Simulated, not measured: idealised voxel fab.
Process module in this document: voxel wiring stack
Xsec cut, 210 nm wide, square cell size 5 nm.
A cross-section is written here as square cells arranged in a grid, and it is given in bands from the top down, each band taking up one or more rows of cells.
Top height, bottom height, nm. Materials left to right, width each, nm. Single material + "edge to edge" = fills band edge to edge. "empty" = empty.
All heights in this document are referenced to 0, defined as the level beneath which the wafer, as received, consists entirely of one material. The lowest band is not bounded below; it extends indefinitely downward and is written in the form "0 nm and below".
A two-number width, for instance "30->40", indicates that the width is equal to the first number in the top row of the band and to the second number in the bottom row, and that it changes by a constant amount per row of cells.
"nothing changed" -> step changed no cross-section cell.
Closed-off voids of 8+ cells (no open route to the top) go in "Trapped voids", written width x height at distance from the left edge, in nm.
The remark found on a step's line after its settings is issued by the simulator itself and pertains to that step.
Steps that use a mask can have "overlay nm" on their line. It says how far the mask sat to the right of where it was meant to be. Negative means to the left.
THE STEPS PLANNED FOR THE PROCESS ARE AS FOLLOWS
1: RECEIVE (material Si)
2: CONFORMAL_DEP (material SiO2; thk nm 15)
3: CONFORMAL_DEP (material SiN; thk nm 5)
4: DIRECTIONAL_DEP (material SiO2; thk nm 15)
5: PATTERN (tone open; mask id METAL_1; material resist; width nm 25; pitch nm 50; thk nm 20; overlay nm 0)
6: DIRECTIONAL_ETCH (etch materials SiO2; depth nm 15)
7: DIRECTIONAL_ETCH (etch materials SiN; depth nm 5)
8: STRIP (etch materials resist)
9: CONFORMAL_DEP (material TiN; thk nm 5)
10: FILL_DEP (material Cu; thk nm 5)
11: CMP (height nm 35)
12: CONFORMAL_DEP (material SiCN; thk nm 5)
13: DIRECTIONAL_DEP (material lowk; thk nm 25)
14: DIRECTIONAL_DEP (material aC; thk nm 10)
15: PATTERN (tone open; mask id METAL_2_HOLES; material resist; width nm 15; pitch nm 50; thk nm 25; overlay nm 0)
16: DIRECTIONAL_ETCH (etch materials aC; depth nm 10)
17: STRIP (etch materials resist)
18: DIRECTIONAL_ETCH (etch materials lowk; depth nm 25)
19: STRIP (etch materials aC)
20: PATTERN (tone open; mask id METAL_2; material resist; width nm 25; pitch nm 50; thk nm 20; overlay nm 0)
21: DIRECTIONAL_ETCH (etch materials lowk; depth nm 15)
22: DIRECTIONAL_ETCH (etch materials SiCN; depth nm 5)
23: STRIP (etch materials resist)
24: CONFORMAL_DEP (material TiN; thk nm 5)
25: FILL_DEP (material Cu; thk nm 5)
26: CMP (height nm 65)
27: CONFORMAL_DEP (material SiCN; thk nm 5)
28: DIRECTIONAL_DEP (material lowk; thk nm 30)
29: MASKED_ETCH (tone open; mask id METAL_3; width nm 15; pitch nm 50; etch materials lowk; depth nm 15; overlay nm 0)
30: DIRECTIONAL_DEP (material aC; thk nm 15)
31: PATTERN (tone open; mask id METAL_3_HOLES; material resist; width nm 15; pitch nm 50; thk nm 30; overlay nm 0)
32: DIRECTIONAL_ETCH (etch materials aC; depth nm 15)
33: STRIP (etch materials resist)
34: DIRECTIONAL_ETCH (etch materials lowk; depth nm 15)
35: DIRECTIONAL_ETCH (etch materials SiCN; depth nm 5)
36: STRIP (etch materials aC)
37: CONFORMAL_DEP (material TiN; thk nm 5)
38: FILL_DEP (material Cu; thk nm 10)
39: CMP (height nm 100)
40: CONFORMAL_DEP (material SiN; thk nm 5)
varied across the wafers: width nm of step 29. The plan shows the first wafer's value. All wafers start alike
RECEIVED WAFERS, FIRST OF SEVERAL: CROSS-SECTION AFTER STEP 1
	0 nm and below = Si edge to edge
	Trapped voids: none
WAFER ROWS, END OF MODULE: CELLS PER MATERIAL GAINED (+) OR LOST (-) SINCE RECEIPT; CLOSED VOIDS LAST
width nm 15, +44 Cu, +74 SiCN, +74 SiN, +222 SiO2, +84 TiN, +384 lowk, Trapped voids: none
width nm 20, +48 Cu, +74 SiCN, +74 SiN, +222 SiO2, +86 TiN, +378 lowk, Trapped voids: none
width nm 25, +56 Cu, +72 SiCN, +74 SiN, +222 SiO2, +86 TiN, +372 lowk, Trapped voids: none
width nm 30, +60 Cu, +72 SiCN, +74 SiN, +222 SiO2, +88 TiN, +366 lowk, Trapped voids: none
width nm 35, +64 Cu, +72 SiCN, +74 SiN, +222 SiO2, +90 TiN, +360 lowk, Trapped voids: none
